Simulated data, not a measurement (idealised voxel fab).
Process module in this document: voxel self aligned vias
In the cross-section labelled cut, the width is 225 nm and each square cell is 5 nm.
We lay out every cross-section as a grid of square cells and spell it out in bands from the top down, where one band means one or more rows of cells. What a band's entry tells you: where the top is and where the bottom is, as heights in nm, and after that what lies inside, material by material from left to right, each with its width in nm. Empty space is written as the word "air", and a single material marked with the word "all across" occupies the band from edge to edge. Heights are measured from 0, the level below which the as-received wafer is all one material; the lowest band has no bottom and continues downward, written as in "from 0 down". Think of "30..40" as a width that walks from the first number to the second as you go down the band, top row to bottom row, taking equal-sized steps from row to row. What does "same as before" mean for a step? It means no cell of the cross-section changed in that step. Enclosed voids (no open way to top), threshold 8 cells or more, entry "Closed void table", notation width x height at distance, distance from left edge, nm. Text after the settings on a step's line: the simulator's own remark on that step. The line of a step may include "overlay nm". On a step with a mask, this value is how far to the right of its planned place the mask lay. A negative value means the mask lay to the left.
Process steps (planned)
| 1 | RECEIVE with material Si |
| 2 | CONFORMAL_DEP with material SiO2, thk nm 10 |
| 3 | CONFORMAL_DEP with material SiCN, thk nm 5 |
| 4 | DIRECTIONAL_DEP with material lowk, thk nm 20 |
| 5 | MASKED_ETCH with tone open, mask id LINES, width nm 30, pitch nm 55, etch materials lowk, depth nm 20, overlay nm 0 |
| 6 | CONFORMAL_DEP with material TiN, thk nm 5 |
| 7 | FILL_DEP with material Ru, thk nm 10 |
| 8 | CMP with height nm 35 |
| 9 | SELECTIVE_ETCH with etch materials W Ru TiN, depth nm 5 |
| 10 | FILL_DEP with material SiN, thk nm 5 |
| 11 | CMP with height nm 35 |
| 12 | DIRECTIONAL_DEP with material lowk, thk nm 15 |
| 13 | DIRECTIONAL_DEP with material aC, thk nm 10 |
| 14 | PATTERN with tone open, mask id VIAS, material resist, width nm 40, pitch nm 55, thk nm 30, overlay nm 0 |
| 15 | DIRECTIONAL_ETCH with etch materials aC, depth nm 10 |
| 16 | STRIP with etch materials resist |
| 17 | DIRECTIONAL_ETCH with etch materials lowk, depth nm 15 |
| 18 | DIRECTIONAL_ETCH with etch materials SiN, depth nm 5 |
| 19 | STRIP with etch materials aC |
| 20 | CONFORMAL_DEP with material TiN, thk nm 5 |
| 21 | FILL_DEP with material Ru, thk nm 10 |
| 22 | CMP with height nm 50 |
| 23 | CONFORMAL_DEP with material SiN, thk nm 5 |
Delivered wafer in cross-section: state after step 1
    from 0 down | Si all across
    Closed void table: none
Cross-sectional result after module completion. Note: starting condition and plan are unchanged from above; one processing mistake was made
    from 55 to 50 | SiN all across
    from 50 to 35 | lowk: 35, then TiN: 5, then Ru: 30, then TiN: 5, then lowk: 15, then TiN: 5, then Ru: 30, then TiN: 5, then lowk: 15, then TiN: 5, then Ru: 30, then TiN: 5, then lowk: 40
    from 35 to 30 | SiN: 35, then TiN: 40, then SiN: 15, then TiN: 40, then SiN: 15, then TiN: 40, then SiN: 40
    from 30 to 15 | lowk: 40, then TiN: 5, then Ru: 20, then TiN: 5, then lowk: 25, then TiN: 5, then Ru: 20, then TiN: 5, then lowk: 25, then TiN: 5, then Ru: 20, then TiN: 5, then lowk: 45
    from 15 to 10 | lowk: 40, then TiN: 30, then lowk: 25, then TiN: 30, then lowk: 25, then TiN: 30, then lowk: 45
    from 10 to 0 | SiO2 all across
    from 0 down | Si all across
    Closed void table: none
What went wrong in running the wafer? skipped: plan step 3 (never run)
